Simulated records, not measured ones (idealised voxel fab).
Process module under the name voxel self aligned vias
The width of the displayed cross-section, cut, is 285 nm; its cells are square, with a size of 5 nm.
In this document a cross-section is written as a grid of square cells. It is given as a series of bands, listed from the top down, and a band is one or more rows of cells. Basically the band line says how high the top is and how high the bottom is, in nm, and then what's in it from left to right, every material with its width in nm. Empty space shows up as "air", and if a single material carries "full width" it runs the full band edge to edge. Height 0 is the level under which the wafer as received is all one material. The lowest band goes on downwards, as in "0 -> down". Width: "30->40" (first number = top row, second number = bottom row, same change from row to row of cells). "no alterations made" -> step changed no cross-section cell. You'll see "closed voids" listing empty spaces that have no way open to the top, as long as they're 8 cells or more; the notation is width x height at distance, where the distance is from the left edge, and all of it is in nm. What comes after the settings on a step's line is commentary from the simulator itself on that step. "overlay nm", when on a step's line for a step with a mask, measures how far to the right of its planned place the mask lay; a negative measure means to the left.

This section lists the process steps that were planned
- 1: RECEIVE with material Si
- 2: CONFORMAL_DEP with material SiO2, thk nm 15
- 3: CONFORMAL_DEP with material SiCN, thk nm 5
- 4: DIRECTIONAL_DEP with material lowk, thk nm 25
- 5: PATTERN with tone open, mask id LINES, material resist, width nm 30, pitch nm 70, thk nm 20, overlay nm 0
- 6: DIRECTIONAL_ETCH with etch materials lowk, depth nm 25
- 7: STRIP with etch materials resist
- 8: CONFORMAL_DEP with material TiN, thk nm 5
- 9: FILL_DEP with material Ru, thk nm 10
- 10: CMP with height nm 45
- 11: SELECTIVE_ETCH with etch materials W Ru TiN, depth nm 5
- 12: FILL_DEP with material SiN, thk nm 10
- 13: CMP with height nm 45
- 14: DIRECTIONAL_DEP with material lowk, thk nm 20
- 15: PATTERN with tone open, mask id VIAS, material resist, width nm 40, pitch nm 70, thk nm 15, overlay nm 0
- 16: DIRECTIONAL_ETCH with etch materials lowk, depth nm 20
- 17: DIRECTIONAL_ETCH with etch materials SiN, depth nm 5
- 18: STRIP with etch materials resist
- 19: CONFORMAL_DEP with material TiN, thk nm 5
- 20: FILL_DEP with material Cu, thk nm 10
- 21: CMP with height nm 65
- 22: CONFORMAL_DEP with material SiN, thk nm 5

First of two wafers, processed according to plan

Wafer as received: cross-section following step 1
* 0 -> down: Si full width
* closed voids: none

Sectional view: wafer, after step 2
* 15 -> 0: SiO2 full width
* Everything under 0 stays put, no change at all.

Sectional view: wafer, after step 3
* 20 -> 15: SiCN full width
* Everything under 15 stays put, no change at all.

Sectional view: wafer, after step 4
* 45 -> 20: lowk full width
* Everything under 20 stays put, no change at all.

Sectional view: wafer, after step 5
* 65 -> 45: resist 90 nm / air 30 nm / resist 40 nm / air 30 nm / resist 95 nm
* Everything under 45 stays put, no change at all.

Sectional view: wafer, after step 6
* 65 -> 45: resist 90 nm / air 30 nm / resist 40 nm / air 30 nm / resist 95 nm
* 45 -> 20: lowk 90 nm / air 30 nm / lowk 40 nm / air 30 nm / lowk 95 nm
* Everything under 20 stays put, no change at all.

Sectional view: wafer, after step 7
* 45 -> 20: lowk 90 nm / air 30 nm / lowk 40 nm / air 30 nm / lowk 95 nm
* Everything under 20 stays put, no change at all.

Sectional view: wafer, after step 8
* 50 -> 45: TiN 95 nm / air 20 nm / TiN 50 nm / air 20 nm / TiN 100 nm
* 45 -> 25: lowk 90 nm / TiN 5 nm / air 20 nm / TiN 5 nm / lowk 40 nm / TiN 5 nm / air 20 nm / TiN 5 nm / lowk 95 nm
* 25 -> 20: lowk 90 nm / TiN 30 nm / lowk 40 nm / TiN 30 nm / lowk 95 nm
* Everything under 20 stays put, no change at all.

Sectional view: wafer, after step 9
* 60 -> 50: Ru full width
* 50 -> 45: TiN 95 nm / Ru 20 nm / TiN 50 nm / Ru 20 nm / TiN 100 nm
* 45 -> 25: lowk 90 nm / TiN 5 nm / Ru 20 nm / TiN 5 nm / lowk 40 nm / TiN 5 nm / Ru 20 nm / TiN 5 nm / lowk 95 nm
* Everything under 25 stays put, no change at all.

Sectional view: wafer, after step 10
* 45 -> 25: lowk 90 nm / TiN 5 nm / Ru 20 nm / TiN 5 nm / lowk 40 nm / TiN 5 nm / Ru 20 nm / TiN 5 nm / lowk 95 nm
* Everything under 25 stays put, no change at all.

Sectional view: wafer, after step 11
* 45 -> 40: lowk 90 nm / air 30 nm / lowk 40 nm / air 30 nm / lowk 95 nm
* Everything under 40 stays put, no change at all.

Sectional view: wafer, after step 12
* 55 -> 45: SiN full width
* 45 -> 40: lowk 90 nm / SiN 30 nm / lowk 40 nm / SiN 30 nm / lowk 95 nm
* Everything under 40 stays put, no change at all.

Sectional view: wafer, after step 13
* 45 -> 40: lowk 90 nm / SiN 30 nm / lowk 40 nm / SiN 30 nm / lowk 95 nm
* Everything under 40 stays put, no change at all.

Sectional view: wafer, after step 14
* 65 -> 45: lowk full width
* Everything under 45 stays put, no change at all.

Sectional view: wafer, after step 15
* 80 -> 65: resist 85 nm / air 40 nm / resist 30 nm / air 40 nm / resist 90 nm
* Everything under 65 stays put, no change at all.

Sectional view: wafer, after step 16
* 80 -> 65: resist 85 nm / air 40 nm / resist 30 nm / air 40 nm / resist 90 nm
* 65 -> 45: lowk 85 nm / air 40 nm / lowk 30 nm / air 40 nm / lowk 90 nm
* Everything under 45 stays put, no change at all.

Sectional view: wafer, after step 17
* 80 -> 65: resist 85 nm / air 40 nm / resist 30 nm / air 40 nm / resist 90 nm
* 65 -> 45: lowk 85 nm / air 40 nm / lowk 30 nm / air 40 nm / lowk 90 nm
* 45 -> 40: lowk 90 nm / air 30 nm / lowk 40 nm / air 30 nm / lowk 95 nm
* Everything under 40 stays put, no change at all.

Sectional view: wafer, after step 18
* 65 -> 45: lowk 85 nm / air 40 nm / lowk 30 nm / air 40 nm / lowk 90 nm
* Everything under 45 stays put, no change at all.

Sectional view: wafer, after step 19
* 70 -> 65: TiN 90 nm / air 30 nm / TiN 40 nm / air 30 nm / TiN 95 nm
* 65 -> 50: lowk 85 nm / TiN 5 nm / air 30 nm / TiN 5 nm / lowk 30 nm / TiN 5 nm / air 30 nm / TiN 5 nm / lowk 90 nm
* 50 -> 45: lowk 85 nm / TiN 10 nm / air 20 nm / TiN 10 nm / lowk 30 nm / TiN 10 nm / air 20 nm / TiN 10 nm / lowk 90 nm
* 45 -> 40: lowk 90 nm / TiN 30 nm / lowk 40 nm / TiN 30 nm / lowk 95 nm
* Everything under 40 stays put, no change at all.

Sectional view: wafer, after step 20
* 80 -> 70: Cu full width
* 70 -> 65: TiN 90 nm / Cu 30 nm / TiN 40 nm / Cu 30 nm / TiN 95 nm
* 65 -> 50: lowk 85 nm / TiN 5 nm / Cu 30 nm / TiN 5 nm / lowk 30 nm / TiN 5 nm / Cu 30 nm / TiN 5 nm / lowk 90 nm
* 50 -> 45: lowk 85 nm / TiN 10 nm / Cu 20 nm / TiN 10 nm / lowk 30 nm / TiN 10 nm / Cu 20 nm / TiN 10 nm / lowk 90 nm
* Everything under 45 stays put, no change at all.

Sectional view: wafer, after step 21
* 65 -> 50: lowk 85 nm / TiN 5 nm / Cu 30 nm / TiN 5 nm / lowk 30 nm / TiN 5 nm / Cu 30 nm / TiN 5 nm / lowk 90 nm
* Everything under 50 stays put, no change at all.

Sectional view: wafer, after step 22
* 70 -> 65: SiN full width
* Everything under 65 stays put, no change at all.

Regarding the second of the two wafers: it shared the first wafer's starting condition and process plan, yet one error occurred during its execution. Its history coincides with that of the first wafer up to and including step 14

Cross-section, second wafer, at the end time the plan gives for step 15
* 80 -> 65: resist 90 nm / air 35 nm / resist 35 nm / air 35 nm / resist 90 nm
* Everything under 65 stays put, no change at all.

Cross-section, second wafer, at the end time the plan gives for step 16
* 80 -> 65: resist 90 nm / air 35 nm / resist 35 nm / air 35 nm / resist 90 nm
* 65 -> 45: lowk 90 nm / air 35 nm / lowk 35 nm / air 35 nm / lowk 90 nm
* Everything under 45 stays put, no change at all.

Cross-section, second wafer, at the end time the plan gives for step 17
* 80 -> 65: resist 90 nm / air 35 nm / resist 35 nm / air 35 nm / resist 90 nm
* 65 -> 45: lowk 90 nm / air 35 nm / lowk 35 nm / air 35 nm / lowk 90 nm
* 45 -> 40: lowk 90 nm / air 30 nm / lowk 40 nm / air 30 nm / lowk 95 nm
* Everything under 40 stays put, no change at all.

Cross-section, second wafer, at the end time the plan gives for step 18
* 65 -> 45: lowk 90 nm / air 35 nm / lowk 35 nm / air 35 nm / lowk 90 nm
* Everything under 45 stays put, no change at all.

Cross-section, second wafer, at the end time the plan gives for step 19
* 70 -> 65: TiN 95 nm / air 25 nm / TiN 45 nm / air 25 nm / TiN 95 nm
* 65 -> 50: lowk 90 nm / TiN 5 nm / air 25 nm / TiN 5 nm / lowk 35 nm / TiN 5 nm / air 25 nm / TiN 5 nm / lowk 90 nm
* 50 -> 45: lowk 90 nm / TiN 5 nm / air 20 nm / TiN 10 nm / lowk 35 nm / TiN 5 nm / air 20 nm / TiN 10 nm / lowk 90 nm
* 45 -> 40: lowk 90 nm / TiN 30 nm / lowk 40 nm / TiN 30 nm / lowk 95 nm
* Everything under 40 stays put, no change at all.

Cross-section, second wafer, at the end time the plan gives for step 20
* 80 -> 70: Cu full width
* 70 -> 65: TiN 95 nm / Cu 25 nm / TiN 45 nm / Cu 25 nm / TiN 95 nm
* 65 -> 50: lowk 90 nm / TiN 5 nm / Cu 25 nm / TiN 5 nm / lowk 35 nm / TiN 5 nm / Cu 25 nm / TiN 5 nm / lowk 90 nm
* 50 -> 45: lowk 90 nm / TiN 5 nm / Cu 20 nm / TiN 10 nm / lowk 35 nm / TiN 5 nm / Cu 20 nm / TiN 10 nm / lowk 90 nm
* Everything under 45 stays put, no change at all.

Cross-section, second wafer, at the end time the plan gives for step 21
* 65 -> 50: lowk 90 nm / TiN 5 nm / Cu 25 nm / TiN 5 nm / lowk 35 nm / TiN 5 nm / Cu 25 nm / TiN 5 nm / lowk 90 nm
* Everything under 50 stays put, no change at all.

Cross-section, second wafer, at the end time the plan gives for step 22
* 70 -> 65: SiN full width
* Everything under 65 stays put, no change at all.
What broke from the plan during processing? step 15 off recipe, ran as PATTERN with tone open, mask id VIAS, material resist, width nm 35, pitch nm 70, thk nm 15, overlay nm 0
It is noted that, at the conclusion of processing, the second wafer exhibits a higher or lower cell count for certain materials relative to the first: Cu: 6 fewer; TiN: 2 fewer; lowk: 8 more
